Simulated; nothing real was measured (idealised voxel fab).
A process module follows: voxel spacer lines.
This is section cut - it's 255 nm across, gridded in 5 nm square cells.
Cross-section = grid of square cells, listed top down in bands; band = one or more rows. It is stipulated that each band's entry specify, in nanometres, the height of the top of the band and then that of its bottom, followed by the materials of the band in left-to-right sequence, each together with its width in nanometres. A single material marked by the word "everywhere" is understood to fill the band from edge to edge; the word "air" is understood to denote empty space. Measure heights from 0. That's the level where, below it, the as-received wafer is all one material. The lowest band is bottomless and extends downward; write it as in "from 0 down". Width: "30..40" (first number = top row, second number = bottom row, same change from row to row of cells). "nothing changed" (step): cross-section cells unchanged, all of them. Listed in "Listed closed voids": every empty space of 8 or more cells without an open way to the top. Form: width x height at distance, the distance being from the left edge, all in nm. If you see something after the settings on a step's line, that's the simulator's own remark about that step. overlay nm, on a step with a mask: how far to the right of its planned place the mask lay; to the left if negative.
PROCESS STEPS - PLAN
1,RECEIVE,material Si
2,CONFORMAL_DEP,material Al2O3,thk nm 10
3,DIRECTIONAL_DEP,material polySi,thk nm 15
4,DIRECTIONAL_DEP,material aC,thk nm 20
5,PATTERN,tone cover,mask id MANDREL,material resist,width nm 25,pitch nm 70,thk nm 25,overlay nm 0
6,DIRECTIONAL_ETCH,etch materials aC,depth nm 20
7,STRIP,etch materials resist
8,CONFORMAL_DEP,material SiO2,thk nm 10
9,DIRECTIONAL_ETCH,etch materials SiO2,depth nm 10
10,STRIP,etch materials aC
11,DIRECTIONAL_ETCH,etch materials polySi,depth nm 15
12,STRIP,etch materials SiO2
13,FILL_DEP,material lowk,thk nm 10
14,CMP,height nm 25
AS RECEIVED, AFTER STEP 1
* from 0 down | Si everywhere
* Listed closed voids: none
CROSS-SECTION AT MODULE END, ONE RUN ERROR; START AND PLAN UNCHANGED FROM ABOVE
* from 25 to 15 | lowk everywhere
* from 15 to 0 | lowk 70 nm / polySi 10 nm / lowk 25 nm / polySi 10 nm / lowk 25 nm / polySi 10 nm / lowk 25 nm / polySi 10 nm / lowk 70 nm
* from 0 down | Si everywhere
* Listed closed voids: none
What was the processing mistake? plan step 2 was not performed, having been skipped
